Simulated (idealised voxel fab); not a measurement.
process module | voxel ribs on slabs
cross-section cut | 220 nm wide | cells 5 nm
A cross-section is a grid of square cells, given in bands from the top down. A band is one or more rows of cells.
Each band's line starts with the height of the band's top and of its bottom, in nm. Then come its materials from left to right, each with its width in nm. One material with "throughout" fills the band from edge to edge. "air" is empty space.
Height 0 is the level under which the wafer as received is all one material. The lowest band goes on downwards, as in "0 down".
A width such as "30 to 40" changes by the same amount from each row of cells to the next, from the band's top row to its bottom row.
"no change" after a step means that no cell of the cross-section changed.
closed voids: empty space of 8 cells or more with no open way to the top, each as width x height at its distance from the left edge, in nm
after a step's settings: what the simulator itself notes on the step
overlay nm, on a step with a mask: how far to the right of its planned place the mask lay; to the left if negative
plan
1 op RECEIVE | material Si
2 op DIRECTIONAL_DEP | material SiO2 | thk nm 30
3 op DIRECTIONAL_DEP | material polySi | thk nm 15
4 op MASKED_ETCH | tone cover | mask id RIB | width nm 15 | etch materials polySi | depth nm 10 | overlay nm 0
5 op MASKED_ETCH | tone cover | mask id SLAB | width nm 65 | etch materials polySi | depth nm 5 | overlay nm 0
6 op FILL_DEP | material SiO2 | thk nm 25
7 op CMP | height nm 65
8 op DIRECTIONAL_DEP | material TiN | thk nm 10
9 op PATTERN | tone cover | mask id HEATER | material resist | width nm 25 | thk nm 20 | overlay nm 0
10 op DIRECTIONAL_ETCH | etch materials TiN | depth nm 10
11 op STRIP | etch materials resist
12 op CONFORMAL_DEP | material SiO2 | thk nm 5
as received, after step 1
  0 down: Si throughout
  closed voids: none
first wafer at the end, as planned
  80 to 75: air 90 | SiO2 35 | air 95
  75 to 70: air 90 | SiO2 5 | TiN 25 | SiO2 5 | air 95
  70 to 65: SiO2 95 | TiN 25 | SiO2 100
  65 to 45: SiO2 throughout
  45 to 35: SiO2 100 | polySi 15 | SiO2 105
  35 to 30: SiO2 75 | polySi 65 | SiO2 80
  30 to 0: SiO2 throughout
  0 down: Si throughout
  closed voids: none
second wafer at the end: like start, like plan, one mistake
  80 to 70: air 90 | TiN 35 | air 95
  70 to 65: TiN throughout
  65 to 45: SiO2 throughout
  45 to 35: SiO2 100 | polySi 15 | SiO2 105
  35 to 30: SiO2 75 | polySi 65 | SiO2 80
  30 to 0: SiO2 throughout
  0 down: Si throughout
  closed voids: none
what went wrong: step 12 ran as: op CONFORMAL_DEP | material TiN | thk nm 5
at the end the second wafer has, in cells: 48 fewer of SiO2 | 48 more of TiN
